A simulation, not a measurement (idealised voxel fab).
Process module name: voxel spacer lines
Cross-sectional view cut (width: 245 nm; square cell size: 5 nm).
A cross-section is a grid of square cells, given in bands from the top down. A band is one or more rows of cells. Each band's line starts with the height of the band's top and of its bottom, in nm. Then come its materials from left to right, each with its width in nm. One material with "all across" fills the band from edge to edge. "empty" is empty space. A quick word on heights: they are counted from 0, and under that level the wafer as it came to us is one material throughout. The lowest band is different from the rest in having no bottom; it simply continues downward, written as in "0 down". The expression "30..40" gives the width at the extremes of the band, the first number at its top row of cells and the second at its bottom row, with the width changing by equal amounts from each row to the next in between. You'll sometimes find "no modifications" written for a step, and that's the way of saying that nowhere in the cross-section did a cell change during that step. Reported under the label "Unvented internal voids" are the empty spaces having no open way to the top and comprising 8 cells or more; the notation for each is width x height at distance, in which the distance is measured from the left edge and all three values are in nm. If you see something after the settings on a step's line, that's the simulator's own remark about that step. Each step line may optionally specify "overlay nm", which for a step with a mask gives the rightward distance between the mask's planned place and where it lay, a negative value indicating the leftward direction.
This section lists the process steps that were planned:
1: RECEIVE,material Si
2: CONFORMAL_DEP,material Al2O3,thk nm 10
3: DIRECTIONAL_DEP,material SiN,thk nm 20
4: DIRECTIONAL_DEP,material aC,thk nm 20
5: PATTERN,tone cover,mask id MANDREL,material resist,width nm 25,pitch nm 70,thk nm 30,overlay nm 0
6: DIRECTIONAL_ETCH,etch materials aC,depth nm 20
7: STRIP,etch materials resist
8: CONFORMAL_DEP,material SiO2,thk nm 10
9: DIRECTIONAL_ETCH,etch materials SiO2,depth nm 10
10: STRIP,etch materials aC
11: DIRECTIONAL_ETCH,etch materials SiN,depth nm 20
12: STRIP,etch materials SiO2
The following pertains to the first of two wafers, which was processed as planned:
Shown in cross-section is the wafer as received, that is, as it stands after step 1:
    0 down  Si all across
    Unvented internal voids: none
Cross-section of the wafer subsequent to step 2:
    10 to 0  Al2O3 all across
    Under 0: no change, same as before.
Cross-section of the wafer subsequent to step 3:
    30 to 10  SiN all across
    Under 10: no change, same as before.
Cross-section of the wafer subsequent to step 4:
    50 to 30  aC all across
    Under 30: no change, same as before.
Cross-section of the wafer subsequent to step 5:
    80 to 50  empty 75 nm  resist 25 nm  empty 45 nm  resist 25 nm  empty 75 nm
    Under 50: no change, same as before.
Cross-section of the wafer subsequent to step 6:
    60 to 50  empty 75 nm  resist 25 nm  empty 45 nm  resist 25 nm  empty 75 nm
    50 to 30  empty 75 nm  aC 25 nm  empty 45 nm  aC 25 nm  empty 75 nm
    Under 30: no change, same as before.
Cross-section of the wafer subsequent to step 7:
    50 to 30  empty 75 nm  aC 25 nm  empty 45 nm  aC 25 nm  empty 75 nm
    Under 30: no change, same as before.
Cross-section of the wafer subsequent to step 8:
    60 to 50  empty 65 nm  SiO2 45 nm  empty 25 nm  SiO2 45 nm  empty 65 nm
    50 to 40  empty 65 nm  SiO2 10 nm  aC 25 nm  SiO2 10 nm  empty 25 nm  SiO2 10 nm  aC 25 nm  SiO2 10 nm  empty 65 nm
    40 to 30  SiO2 75 nm  aC 25 nm  SiO2 45 nm  aC 25 nm  SiO2 75 nm
    Under 30: no change, same as before.
Cross-section of the wafer subsequent to step 9:
    50 to 30  empty 65 nm  SiO2 10 nm  aC 25 nm  SiO2 10 nm  empty 25 nm  SiO2 10 nm  aC 25 nm  SiO2 10 nm  empty 65 nm
    Under 30: no change, same as before.
Cross-section of the wafer subsequent to step 10:
    50 to 30  empty 65 nm  SiO2 10 nm  empty 25 nm  SiO2 10 nm  empty 25 nm  SiO2 10 nm  empty 25 nm  SiO2 10 nm  empty 65 nm
    Under 30: no change, same as before.
Cross-section of the wafer subsequent to step 11:
    50 to 30  empty 65 nm  SiO2 10 nm  empty 25 nm  SiO2 10 nm  empty 25 nm  SiO2 10 nm  empty 25 nm  SiO2 10 nm  empty 65 nm
    30 to 10  empty 65 nm  SiN 10 nm  empty 25 nm  SiN 10 nm  empty 25 nm  SiN 10 nm  empty 25 nm  SiN 10 nm  empty 65 nm
    Under 10: no change, same as before.
Cross-section of the wafer subsequent to step 12:
    30 to 10  empty 65 nm  SiN 10 nm  empty 25 nm  SiN 10 nm  empty 25 nm  SiN 10 nm  empty 25 nm  SiN 10 nm  empty 65 nm
    Under 10: no change, same as before.
The Second Wafer: Common Origin and Plan, One Mistake in Execution, Identical to the First Through Step 4:
Planned end of step 5: second wafer, cross-section:
    80 to 50  empty 80 nm  resist 20 nm  empty 50 nm  resist 20 nm  empty 75 nm
    Under 50: no change, same as before.
Planned end of step 6: second wafer, cross-section:
    60 to 50  empty 80 nm  resist 20 nm  empty 50 nm  resist 20 nm  empty 75 nm
    50 to 30  empty 80 nm  aC 20 nm  empty 50 nm  aC 20 nm  empty 75 nm
    Under 30: no change, same as before.
Planned end of step 7: second wafer, cross-section:
    50 to 30  empty 80 nm  aC 20 nm  empty 50 nm  aC 20 nm  empty 75 nm
    Under 30: no change, same as before.
Planned end of step 8: second wafer, cross-section:
    60 to 50  empty 70 nm  SiO2 40 nm  empty 30 nm  SiO2 40 nm  empty 65 nm
    50 to 40  empty 70 nm  SiO2 10 nm  aC 20 nm  SiO2 10 nm  empty 30 nm  SiO2 10 nm  aC 20 nm  SiO2 10 nm  empty 65 nm
    40 to 30  SiO2 80 nm  aC 20 nm  SiO2 50 nm  aC 20 nm  SiO2 75 nm
    Under 30: no change, same as before.
Planned end of step 9: second wafer, cross-section:
    50 to 30  empty 70 nm  SiO2 10 nm  aC 20 nm  SiO2 10 nm  empty 30 nm  SiO2 10 nm  aC 20 nm  SiO2 10 nm  empty 65 nm
    Under 30: no change, same as before.
Planned end of step 10: second wafer, cross-section:
    50 to 30  empty 70 nm  SiO2 10 nm  empty 20 nm  SiO2 10 nm  empty 30 nm  SiO2 10 nm  empty 20 nm  SiO2 10 nm  empty 65 nm
    Under 30: no change, same as before.
Planned end of step 11: second wafer, cross-section:
    50 to 30  empty 70 nm  SiO2 10 nm  empty 20 nm  SiO2 10 nm  empty 30 nm  SiO2 10 nm  empty 20 nm  SiO2 10 nm  empty 65 nm
    30 to 10  empty 70 nm  SiN 10 nm  empty 20 nm  SiN 10 nm  empty 30 nm  SiN 10 nm  empty 20 nm  SiN 10 nm  empty 65 nm
    Under 10: no change, same as before.
Planned end of step 12: second wafer, cross-section:
    30 to 10  empty 70 nm  SiN 10 nm  empty 20 nm  SiN 10 nm  empty 30 nm  SiN 10 nm  empty 20 nm  SiN 10 nm  empty 65 nm
    Under 10: no change, same as before.
Processing error: the process deviated at step 5: the operation and settings actually run there were PATTERN,tone cover,mask id MANDREL,material resist,width nm 20,pitch nm 70,thk nm 30,overlay nm 0
So at the finish, the second wafer's got exactly as many cells of each material as the first, just not in the same spots.
